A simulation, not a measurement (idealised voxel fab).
process module | voxel transistor to metal
cross-section cut | 300 nm wide | cells 5 nm
A cross-section is a grid of square cells, given in bands from the top down. A band is one or more rows of cells.
Each band's line starts with the height of the band's top and of its bottom, in nm. Then come its materials from left to right, each with its width in nm. One material with "throughout" fills the band from edge to edge. "air" is empty space.
Height 0 is the level under which the wafer as received is all one material. The lowest band goes on downwards, as in "0 down".
A width such as "30 to 40" changes by the same amount from each row of cells to the next, from the band's top row to its bottom row.
"no change" after a step means that no cell of the cross-section changed.
closed voids: empty space of 8 cells or more with no open way to the top, each as width x height at its distance from the left edge, in nm
after a step's settings: what the simulator itself notes on the step
overlay nm, on a step with a mask: how far to the right of its planned place the mask lay; to the left if negative
plan
1 op RECEIVE | material Si
2 op CONFORMAL_DEP | material SiO2 | thk nm 5
3 op CONFORMAL_DEP | material SiN | thk nm 15
4 op MASKED_ETCH | tone cover | mask id ACTIVE | width nm 105 | pitch nm 125 | etch materials SiN | depth nm 15 | overlay nm 0
5 op MASKED_ETCH | tone cover | mask id ACTIVE | width nm 105 | pitch nm 125 | etch materials SiO2 | depth nm 5 | overlay nm 0
6 op MASKED_ETCH | tone cover | mask id ACTIVE | width nm 105 | pitch nm 125 | etch materials Si | depth nm 30 | overlay nm 0
7 op OXIDIZE | depth nm 5
8 op FILL_DEP | material SiO2 | thk nm 15
9 op CMP | height nm 20
10 op SELECTIVE_ETCH | etch materials SiO2 | depth nm 10
11 op STRIP | etch materials SiN
12 op SELECTIVE_ETCH | etch materials SiO2 | depth nm 5
13 op OXIDIZE | depth nm 5
14 op DIRECTIONAL_DEP | material polySi | thk nm 30
15 op DIRECTIONAL_DEP | material SiCN | thk nm 15
16 op DIRECTIONAL_DEP | material aC | thk nm 10
17 op PATTERN | tone cover | mask id GATE | material resist | width nm 25 | pitch nm 125 | thk nm 25 | overlay nm 0
18 op DIRECTIONAL_ETCH | etch materials aC | depth nm 10
19 op STRIP | etch materials resist
20 op DIRECTIONAL_ETCH | etch materials SiCN | depth nm 25
21 op DIRECTIONAL_ETCH | etch materials polySi | depth nm 40
22 op STRIP | etch materials aC
23 op CONFORMAL_DEP | material SiN | thk nm 5
24 op DIRECTIONAL_ETCH | etch materials SiN | depth nm 5
25 op DIRECTIONAL_ETCH | etch materials SiO2 | depth nm 5
26 op DIRECTIONAL_ETCH | etch materials Si | depth nm 15
27 op EPI | material pSi | thk nm 20
28 op FILL_DEP | material SiO2 | thk nm 5
29 op CMP | height nm 30
30 op STRIP | etch materials polySi
31 op SELECTIVE_ETCH | etch materials SiO2 | depth nm 5
32 op CONFORMAL_DEP | material HfO2 | thk nm 5
33 op CONFORMAL_DEP | material TiN | thk nm 5
34 op FILL_DEP | material W | thk nm 5
35 op CMP | height nm 25
36 op DIRECTIONAL_DEP | material SiO2 | thk nm 10
37 op DIRECTIONAL_DEP | material aC | thk nm 10
38 op PATTERN | tone open | mask id CONTACT | material resist | width nm 20 | thk nm 25 | overlay nm 0
39 op DIRECTIONAL_ETCH | etch materials aC | depth nm 10
40 op STRIP | etch materials resist
41 op DIRECTIONAL_ETCH | etch materials SiO2 | depth nm 35
42 op STRIP | etch materials aC
43 op CONFORMAL_DEP | material TiN | thk nm 5
44 op FILL_DEP | material Ru | thk nm 10
45 op CMP | height nm 35
46 op DIRECTIONAL_DEP | material TiN | thk nm 5
47 op DIRECTIONAL_DEP | material Ru | thk nm 15
48 op MASKED_ETCH | tone cover | mask id METAL_1 | width nm 20 | etch materials Ru | depth nm 15 | overlay nm 0
49 op MASKED_ETCH | tone cover | mask id METAL_1 | width nm 20 | etch materials TiN | depth nm 5 | overlay nm 0
50 op CONFORMAL_DEP | material SiN | thk nm 5
51 op FILL_DEP | material SiO2 | thk nm 10
52 op CMP | height nm 55
53 op CONFORMAL_DEP | material SiCN | thk nm 5
54 op DIRECTIONAL_DEP | material lowk | thk nm 30
55 op DIRECTIONAL_DEP | material aC | thk nm 10
56 op PATTERN | tone open | mask id METAL_2_HOLES | material resist | width nm 15 | pitch nm 125 | thk nm 30 | overlay nm 0
57 op DIRECTIONAL_ETCH | etch materials aC | depth nm 10
58 op STRIP | etch materials resist
59 op DIRECTIONAL_ETCH | etch materials lowk | depth nm 30
60 op STRIP | etch materials aC
61 op PATTERN | tone open | mask id METAL_2 | material resist | width nm 20 | pitch nm 125 | thk nm 20 | overlay nm 0
62 op DIRECTIONAL_ETCH | etch materials lowk | depth nm 15
63 op DIRECTIONAL_ETCH | etch materials SiCN | depth nm 5
64 op STRIP | etch materials resist
65 op CONFORMAL_DEP | material TiN | thk nm 5
66 op FILL_DEP | material Cu | thk nm 10
67 op CMP | height nm 90
68 op CONFORMAL_DEP | material SiCN | thk nm 5
as received, after step 1
  0 down: Si throughout
  closed voids: none
a wafer at the end: this start, this plan, one mistake
  95 to 90: SiCN throughout
  90 to 80: lowk 40 | TiN 5 | Cu 10 | TiN 5 | lowk 105 | TiN 5 | Cu 10 | TiN 5 | lowk 115
  80 to 75: lowk 40 | TiN 5 | Cu 5 | TiN 10 | lowk 105 | TiN 5 | Cu 5 | TiN 10 | lowk 115
  75 to 60: lowk 40 | TiN 5 | Cu 5 | TiN 5 | lowk 110 | TiN 5 | Cu 5 | TiN 5 | lowk 120
  60 to 55: SiCN 40 | TiN 15 | SiCN 110 | TiN 15 | SiCN 120
  55 to 40: SiO2 35 | SiN 5 | Ru 20 | SiN 5 | SiO2 45 | SiN 5 | Ru 20 | SiN 5 | SiO2 20 | SiN 5 | Ru 20 | SiN 5 | SiO2 45 | SiN 5 | Ru 20 | SiN 5 | SiO2 35
  40 to 35: SiN 40 | TiN 20 | SiN 55 | TiN 20 | SiN 30 | TiN 20 | SiN 55 | TiN 20 | SiN 40
  35 to 25: SiO2 40 | TiN 5 | Ru 15 | TiN 5 | SiO2 50 | TiN 5 | Ru 15 | TiN 5 | SiO2 25 | TiN 5 | Ru 15 | TiN 5 | SiO2 50 | TiN 5 | Ru 15 | TiN 5 | SiO2 35
  25 to 20: SiO2 40 | TiN 5 | Ru 15 | TiN 5 | SiO2 5 | SiN 5 | HfO2 5 | TiN 5 | W 5 | TiN 5 | HfO2 5 | SiN 5 | SiO2 10 | TiN 5 | Ru 15 | TiN 5 | SiO2 25 | TiN 5 | Ru 15 | TiN 5 | SiO2 5 | SiN 5 | HfO2 5 | TiN 5 | W 5 | TiN 5 | HfO2 5 | SiN 5 | SiO2 10 | TiN 5 | Ru 15 | TiN 5 | SiO2 35
  20 to 15: SiO2 40 | TiN 25 | SiO2 5 | SiN 5 | HfO2 5 | TiN 5 | W 5 | TiN 5 | HfO2 5 | SiN 5 | SiO2 10 | TiN 15 | Ru 5 | TiN 5 | SiO2 25 | TiN 25 | SiO2 5 | SiN 5 | HfO2 5 | TiN 5 | W 5 | TiN 5 | HfO2 5 | SiN 5 | SiO2 10 | TiN 15 | Ru 5 | TiN 5 | SiO2 35
  15 to 5: SiO2 40 | TiN 10 | pSi 20 | SiN 5 | HfO2 5 | TiN 5 | W 5 | TiN 5 | HfO2 5 | SiN 5 | pSi 20 | TiN 5 | Ru 5 | TiN 5 | SiO2 25 | TiN 10 | pSi 20 | SiN 5 | HfO2 5 | TiN 5 | W 5 | TiN 5 | HfO2 5 | SiN 5 | pSi 20 | TiN 5 | Ru 5 | TiN 5 | SiO2 35
  5 to 0: SiO2 30 | SiN 5 | SiO2 5 | TiN 10 | pSi 20 | SiN 5 | HfO2 5 | TiN 15 | HfO2 5 | SiN 5 | pSi 20 | TiN 15 | SiN 5 | SiO2 10 | SiN 5 | SiO2 5 | TiN 10 | pSi 20 | SiN 5 | HfO2 5 | TiN 15 | HfO2 5 | SiN 5 | pSi 20 | TiN 15 | SiN 5 | SiO2 30
  0 to -5: SiO2 35 | pSi 35 | HfO2 35 | pSi 35 | SiO2 20 | pSi 35 | HfO2 35 | pSi 35 | SiO2 35
  -5 to -20: SiO2 40 | pSi 30 | Si 35 | pSi 30 | SiO2 30 | pSi 30 | Si 35 | pSi 30 | SiO2 40
  -20 to -35: SiO2 40 | Si 95 | SiO2 30 | Si 95 | SiO2 40
  -35 down: Si throughout
  closed voids: none
what went wrong: step 38 ran as: op PATTERN | tone open | mask id CONTACT | material resist | width nm 25 | thk nm 25 | overlay nm 0
